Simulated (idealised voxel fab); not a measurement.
Process module under the name voxel tone inversion
Cross-sectional view cut (width: 230 nm; square cell size: 5 nm).
Heads up, the way a cross-section reads in here is a grid of square cells, handed over as bands from the top down, with every band being one or more rows of cells. Read a band's entry like this: the first values are the height of its top and the height of its bottom in nm, and what follows is the sequence of materials from left to right, each with its width in nm. Note that "blank" is empty space, and that a single material marked "throughout" reaches across the band from edge to edge. All heights in this document are referenced to 0, defined as the level beneath which the wafer, as received, consists entirely of one material. The lowest band is not bounded below; it extends indefinitely downward and is written in the form "0 down". The notation "30->40" denotes a width that varies across the rows of cells in the band, beginning at the first number in the top row, finishing at the second number in the bottom row, and changing by an identical amount from each row to the next. You'll sometimes find "remained unchanged" written for a step, and that's the way of saying that nowhere in the cross-section did a cell change during that step. "Enclosed cavity list" enumerates empty spaces isolated from the top, with no open way to it, that contain at least 8 cells, giving each as width x height at distance from the left edge, all three in nm. Where a step's line continues beyond its settings, the continuation is a remark by the simulator itself on that step. overlay nm: right-of-plan distance of the mask on a masked step; negative values mean left-of-plan.
Below is the list of planned process steps:
step 1: RECEIVE: material Si
step 2: CONFORMAL_DEP: material SiCN, thk nm 10
step 3: DIRECTIONAL_DEP: material aC, thk nm 25
step 4: PATTERN: tone cover, mask id POSTS, material resist, width nm 20, pitch nm 35, thk nm 30, overlay nm 0
step 5: DIRECTIONAL_ETCH: etch materials aC, depth nm 25
step 6: STRIP: etch materials resist
step 7: FILL_DEP: material SiO2, thk nm 10
step 8: CMP: height nm 35
step 9: STRIP: etch materials aC
Cross-section of the wafer upon arrival, representing the state reached after step 1:
    0 down | Si throughout
    Enclosed cavity list: none
Cross-section at module end, one run error; start and plan unchanged from above:
    35 to 10 | SiO2 (75)  blank (15)  SiO2 (20)  blank (15)  SiO2 (20)  blank (15)  SiO2 (70)
    10 to 0 | SiCN throughout
    0 down | Si throughout
    Enclosed cavity list: none
Plan not followed: heads up, step 4 didn't go per plan, it actually ran as PATTERN: tone cover, mask id POSTS, material resist, width nm 15, pitch nm 35, thk nm 30, overlay nm 0
